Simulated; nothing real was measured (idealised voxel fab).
process module | voxel double patterning
cross-section cut | 150 nm wide | cells 5 nm
A cross-section is a grid of square cells, given in bands from the top down. A band is one or more rows of cells.
Each band's line starts with the height of the band's top and of its bottom, in nm. Then come its materials from left to right, each with its width in nm. One material with "throughout" fills the band from edge to edge. "air" is empty space.
Height 0 is the level under which the wafer as received is all one material. The lowest band goes on downwards, as in "0 down".
A width such as "30 to 40" changes by the same amount from each row of cells to the next, from the band's top row to its bottom row.
"no change" after a step means that no cell of the cross-section changed.
closed voids: empty space of 8 cells or more with no open way to the top, each as width x height at its distance from the left edge, in nm
after a step's settings: what the simulator itself notes on the step
overlay nm, on a step with a mask: how far to the right of its planned place the mask lay; to the left if negative
plan
1 op RECEIVE | material Si
2 op CONFORMAL_DEP | material SiN | thk nm 10
3 op DIRECTIONAL_DEP | material SiO2 | thk nm 10
4 op DIRECTIONAL_DEP | material SiCN | thk nm 5
5 op DIRECTIONAL_DEP | material aC | thk nm 15
6 op PATTERN | tone open | mask id FIRST | material resist | width nm 15 | pitch nm 50 | thk nm 35 | overlay nm 0
7 op DIRECTIONAL_ETCH | etch materials aC | depth nm 15
8 op STRIP | etch materials resist
9 op DIRECTIONAL_ETCH | etch materials SiCN | depth nm 5
10 op STRIP | etch materials aC
11 op PATTERN | tone open | mask id SECOND | material resist | width nm 15 | thk nm 15 | overlay nm -15
12 op DIRECTIONAL_ETCH | etch materials SiCN | depth nm 5
13 op STRIP | etch materials resist
14 op DIRECTIONAL_ETCH | etch materials SiO2 | depth nm 10
15 op STRIP | etch materials SiCN
varied across the wafers: overlay nm of step 11. The plan shows the first wafer's value. All wafers start alike
first wafer as received, after step 1
  0 down: Si throughout
  closed voids: none
first wafer at the end, after step 15
  20 to 10: SiO2 40 | air 25 | SiO2 25 | air 15 | SiO2 45
  10 to 0: SiN throughout
  0 down: Si throughout
  closed voids: none
last wafer at the end
  20 to 10: SiO2 40 | air 15 | SiO2 25 | air 25 | SiO2 45
  10 to 0: SiN throughout
  0 down: Si throughout
  closed voids: none
each wafer at the end: cells of each material gained (+) or lost (-) since it was received, then its closed voids
overlay nm -15 | +60 SiN | +44 SiO2 | closed voids: none
overlay nm -10 | +60 SiN | +42 SiO2 | closed voids: none
overlay nm -5 | +60 SiN | +42 SiO2 | closed voids: none
overlay nm 0 | +60 SiN | +42 SiO2 | closed voids: none
overlay nm 5 | +60 SiN | +42 SiO2 | closed voids: none
overlay nm 10 | +60 SiN | +42 SiO2 | closed voids: none
overlay nm 15 | +60 SiN | +44 SiO2 | closed voids: none
